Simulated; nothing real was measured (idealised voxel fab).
The following is a process module called voxel capacitor over wiring.
Xsec cut, 290 nm wide, square cell size 5 nm.
Format of a cross-section: grid, square cells. Given as bands. Order: top down. Band: one or more rows of cells.
It is stipulated that each band's entry specify, in nanometres, the height of the top of the band and then that of its bottom, followed by the materials of the band in left-to-right sequence, each together with its width in nanometres. A single material marked by the word "throughout" is understood to fill the band from edge to edge; the word "blank" is understood to denote empty space.
Heights from 0 (as-received wafer is one material below). Bottom band endless downward, as "0 down".
The width entry "30..40" should be interpreted row by row: the top row of cells in the band takes the first number, the bottom row takes the second number, and the change between adjacent rows is uniform throughout.
No cell of the cross-section changed in a step that is given as "no alteration".
You'll see "Catalogued sealed voids" listing empty spaces that have no way open to the top, as long as they're 8 cells or more; the notation is width x height at distance, where the distance is from the left edge, and all of it is in nm.
On a step's line, text after the settings is the simulator commenting on that step.
A step's line can hold "overlay nm"; with a mask on that step, the setting says how far right of the planned place the mask lay, while a negative setting says it lay to the left.
Planned process steps:
1,RECEIVE, material Si
2,CONFORMAL_DEP, material SiO2, thk nm 10
3,DIRECTIONAL_DEP, material TiN, thk nm 5
4,DIRECTIONAL_DEP, material W, thk nm 25
5,MASKED_ETCH, tone cover, mask id METAL_1, width nm 20, pitch nm 90, etch materials W, depth nm 25, overlay nm 0
6,MASKED_ETCH, tone cover, mask id METAL_1, width nm 20, pitch nm 90, etch materials TiN, depth nm 5, overlay nm 0
7,FILL_DEP, material SiO2, thk nm 10
8,CMP, height nm 40
9,CONFORMAL_DEP, material SiCN, thk nm 5
10,DIRECTIONAL_DEP, material SiO2, thk nm 20
11,MASKED_ETCH, tone open, mask id PLUG_1, width nm 15, etch materials SiO2, depth nm 20, overlay nm 0
12,MASKED_ETCH, tone open, mask id PLUG_1, width nm 15, etch materials SiCN, depth nm 5, overlay nm 0
13,EPI, material Ru, thk nm 10
14,EPI, material Ru, thk nm 10
15,EPI, material Ru, thk nm 5
16,DIRECTIONAL_DEP, material TiN, thk nm 10
17,DIRECTIONAL_DEP, material HfO2, thk nm 5
18,DIRECTIONAL_DEP, material TiN, thk nm 5
19,MASKED_ETCH, tone cover, mask id UPPER_PLATE, width nm 75, etch materials TiN, depth nm 5, overlay nm 0
20,MASKED_ETCH, tone cover, mask id UPPER_PLATE, width nm 75, etch materials HfO2, depth nm 5, overlay nm 0
21,DIRECTIONAL_DEP, material aC, thk nm 15
22,PATTERN, tone cover, mask id LOWER_PLATE, material resist, width nm 85, thk nm 30, overlay nm 0
23,DIRECTIONAL_ETCH, etch materials aC, depth nm 15
24,STRIP, etch materials resist
25,DIRECTIONAL_ETCH, etch materials TiN, depth nm 10
26,STRIP, etch materials aC
27,FILL_DEP, material SiO2, thk nm 15
28,CMP, height nm 95
29,DIRECTIONAL_DEP, material aC, thk nm 15
30,PATTERN, tone open, mask id PLUG_2, material resist, width nm 15, thk nm 30, overlay nm 0
31,DIRECTIONAL_ETCH, etch materials aC, depth nm 15
32,STRIP, etch materials resist
33,DIRECTIONAL_ETCH, etch materials SiO2, depth nm 10
34,STRIP, etch materials aC
35,CONFORMAL_DEP, material TiN, thk nm 5
36,FILL_DEP, material W, thk nm 5
37,CMP, height nm 95
38,CONFORMAL_DEP, material SiCN, thk nm 5
Step 1 complete: cross-section of the wafer as received:
0 down | Si throughout
Catalogued sealed voids: none
Post-module cross-section of the first of two wafers (run per plan):
100 to 95 | SiCN throughout
95 to 90 | 105 of SiO2; 5 of TiN; 5 of W; 5 of TiN; 170 of SiO2
90 to 80 | 105..95 of SiO2; 15..75 of TiN; 170..120 of SiO2
80 to 75 | 95 of SiO2; 75 of HfO2; 120 of SiO2
75 to 65 | 90 of SiO2; 85 of TiN; 115 of SiO2
65 to 45 | 95 of SiO2; 15 of Ru; 180 of SiO2
45 to 40 | 95 of SiCN; 15 of Ru; 180 of SiCN
40 to 15 | 90 of SiO2; 20 of W; 70 of SiO2; 20 of W; 90 of SiO2
15 to 10 | 90 of SiO2; 20 of TiN; 70 of SiO2; 20 of TiN; 90 of SiO2
10 to 0 | SiO2 throughout
0 down | Si throughout
Catalogued sealed voids: none
So this is wafer number two of the two, cut at the end of the module - it started where the first did and had the same plan, we just got one thing wrong running it:
100 to 95 | SiCN throughout
95 to 90 | 105 of SiO2; 5 of TiN; 5 of W; 5 of TiN; 170 of SiO2
90 to 80 | 105..95 of SiO2; 15..35 of TiN; 170..160 of SiO2
80 to 75 | 95 of SiO2; 35 of HfO2; 160 of SiO2
75 to 65 | 90 of SiO2; 40 of TiN; 160 of SiO2
65 to 60 | 75 of SiO2; 55 of Ru; 40 of TiN; 120 of SiO2
60 to 55 | 75 of SiO2; 55 of Ru; 40 of HfO2; 120 of SiO2
55 to 45 | 75 of SiO2; 55 of Ru; 45 of TiN; 115 of SiO2
45 to 40 | 95 of SiCN; 15 of Ru; 180 of SiCN
40 to 15 | 90 of SiO2; 20 of W; 70 of SiO2; 20 of W; 90 of SiO2
15 to 10 | 90 of SiO2; 20 of TiN; 70 of SiO2; 20 of TiN; 90 of SiO2
10 to 0 | SiO2 throughout
0 down | Si throughout
Catalogued sealed voids: none
Deviation noted in wafer processing: step 10 was left out
Once processing is complete, comparing cell counts shows that the second wafer has more or fewer of certain materials than the first: 32 more of Ru | 32 fewer of SiO2
